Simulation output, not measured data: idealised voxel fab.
The following is a process module called voxel transistor to metal.
The cross-section shown here is cut; it is 270 nm wide and divided into square cells measuring 5 nm on a side.
Format of a cross-section: grid, square cells. Given as bands. Order: top down. Band: one or more rows of cells.
Band: top and bottom heights (nm) first, top before bottom; then materials from left to right, widths in nm. "edge to edge" marks a sole material filling the band edge to edge. "empty" denotes empty space.
Heights are expressed relative to 0, this being the level below which the as-received wafer comprises one material exclusively. The lowest band is unbounded in the downward direction and is denoted as in "0 -> down".
The notation "30->40" denotes a width that varies across the rows of cells in the band, beginning at the first number in the top row, finishing at the second number in the bottom row, and changing by an identical amount from each row to the next.
Where the words "nothing different" appear for a step, the cross-section shows no cell changed by that step; every cell remained as before.
Voids not open to the top, 8 cells minimum: see "Fully closed voids". Written width x height at distance; distance is from the left edge; nm.
If you see something after the settings on a step's line, that's the simulator's own remark about that step.
overlay nm: mask right of planned place by this much (step with mask). Neg. = left.
Process steps foreseen in the plan
1) RECEIVE | material Si
2) CONFORMAL_DEP | material SiO2 | thk nm 5
3) CONFORMAL_DEP | material SiN | thk nm 15
4) DIRECTIONAL_DEP | material aC | thk nm 10
5) PATTERN | tone cover | mask id ACTIVE | material resist | width nm 105 | pitch nm 135 | thk nm 25 | overlay nm 0
6) DIRECTIONAL_ETCH | etch materials aC | depth nm 10
7) STRIP | etch materials resist
8) DIRECTIONAL_ETCH | etch materials SiN | depth nm 15
9) DIRECTIONAL_ETCH | etch materials SiO2 | depth nm 5
10) DIRECTIONAL_ETCH | etch materials Si | depth nm 20
11) STRIP | etch materials aC
12) FILL_DEP | material SiO2 | thk nm 5
13) CMP | height nm 20
14) SELECTIVE_ETCH | etch materials SiO2 | depth nm 10
15) STRIP | etch materials SiN
16) SELECTIVE_ETCH | etch materials SiO2 | depth nm 5
17) OXIDIZE | depth nm 5
18) DIRECTIONAL_DEP | material polySi | thk nm 30
19) DIRECTIONAL_DEP | material SiCN | thk nm 10
20) MASKED_ETCH | tone cover | mask id GATE | width nm 15 | pitch nm 135 | etch materials SiCN | depth nm 20 | overlay nm 0
21) MASKED_ETCH | tone cover | mask id GATE | width nm 15 | pitch nm 135 | etch materials polySi | depth nm 40 | overlay nm 0
22) CONFORMAL_DEP | material SiN | thk nm 10
23) DIRECTIONAL_ETCH | etch materials SiN | depth nm 10
24) DIRECTIONAL_ETCH | etch materials SiO2 | depth nm 5
25) DIRECTIONAL_ETCH | etch materials Si | depth nm 10
26) EPI | material nSi | thk nm 10
27) FILL_DEP | material SiO2 | thk nm 10
28) CMP | height nm 40
29) DIRECTIONAL_DEP | material SiO2 | thk nm 10
30) PATTERN | tone open | mask id CONTACT | material resist | width nm 30 | thk nm 15 | overlay nm 0
31) DIRECTIONAL_ETCH | etch materials SiO2 | depth nm 55
32) STRIP | etch materials resist
33) CONFORMAL_DEP | material TiN | thk nm 5
34) FILL_DEP | material W | thk nm 5
35) CMP | height nm 50
36) CONFORMAL_DEP | material SiCN | thk nm 5
37) DIRECTIONAL_DEP | material lowk | thk nm 20
38) PATTERN | tone open | mask id METAL_1 | material resist | width nm 15 | thk nm 20 | overlay nm 0
39) DIRECTIONAL_ETCH | etch materials lowk | depth nm 20
40) DIRECTIONAL_ETCH | etch materials SiCN | depth nm 5
41) STRIP | etch materials resist
42) CONFORMAL_DEP | material TiN | thk nm 5
43) FILL_DEP | material Cu | thk nm 5
44) CMP | height nm 75
45) EPI | material Ru | thk nm 5
46) FILL_DEP | material SiCN | thk nm 5
Wafer as received: cross-section following step 1
    0 -> down = Si edge to edge
    Fully closed voids: none
The plan above was carried out on the starting structure above with one mistake, and this cross-section shows the wafer at the end of the module
    85 -> 80 = SiCN edge to edge
    80 -> 75 = SiCN=20; Ru=25; SiCN=45; Ru=25; SiCN=40; Ru=25; SiCN=45; Ru=25; SiCN=20
    75 -> 55 = lowk=25; TiN=5; Cu=5; TiN=5; lowk=55; TiN=5; Cu=5; TiN=5; lowk=50; TiN=5; Cu=5; TiN=5; lowk=55; TiN=5; Cu=5; TiN=5; lowk=25
    55 -> 50 = SiCN=25; TiN=15; SiCN=55; TiN=15; SiCN=50; TiN=15; SiCN=55; TiN=15; SiCN=25
    50 -> 40 = SiO2=25; TiN=5; W=20->15; TiN=5->10; SiO2=25; TiN=5->10; W=20->15; TiN=5; SiO2=50; TiN=5; W=20->15; TiN=5->10; SiO2=25; TiN=5->10; W=20->15; TiN=5; SiO2=25
    40 -> 35 = SiO2=25; TiN=5; W=15; TiN=5; SiN=10; SiCN=15; SiN=10; TiN=5; W=15; TiN=5; SiO2=50; TiN=5; W=15; TiN=5; SiN=10; SiCN=15; SiN=10; TiN=5; W=15; TiN=5; SiO2=25
    35 -> 15 = SiO2=25; TiN=5; W=15; TiN=5; SiN=10; polySi=15; SiN=10; TiN=5; W=15; TiN=5; SiO2=50; TiN=5; W=15; TiN=5; SiN=10; polySi=15; SiN=10; TiN=5; W=15; TiN=5; SiO2=25
    15 -> 10 = SiO2=25; TiN=5; W=5; TiN=15; SiN=10; polySi=15; SiN=10; TiN=15; W=5; TiN=5; SiO2=50; TiN=5; W=5; TiN=15; SiN=10; polySi=15; SiN=10; TiN=15; W=5; TiN=5; SiO2=25
    10 -> 5 = SiO2=25; TiN=5; W=5; TiN=5; nSi=10; SiN=10; polySi=15; SiN=10; nSi=10; TiN=5; W=5; TiN=5; SiO2=50; TiN=5; W=5; TiN=5; nSi=10; SiN=10; polySi=15; SiN=10; nSi=10; TiN=5; W=5; TiN=5; SiO2=25
    5 -> 0 = SiO2=25; TiN=15; nSi=10; SiO2=35; nSi=10; TiN=15; SiO2=50; TiN=15; nSi=10; SiO2=35; nSi=10; TiN=15; SiO2=25
    0 -> -10 = SiO2=15; nSi=35; Si=35; nSi=35; SiO2=30; nSi=35; Si=35; nSi=35; SiO2=15
    -10 -> -20 = SiO2=15; Si=105; SiO2=30; Si=105; SiO2=15
    -20 -> down = Si edge to edge
    Fully closed voids: none
What went wrong in running the wafer? the run placed steps 15 and 16 each in the position the plan gave to the other
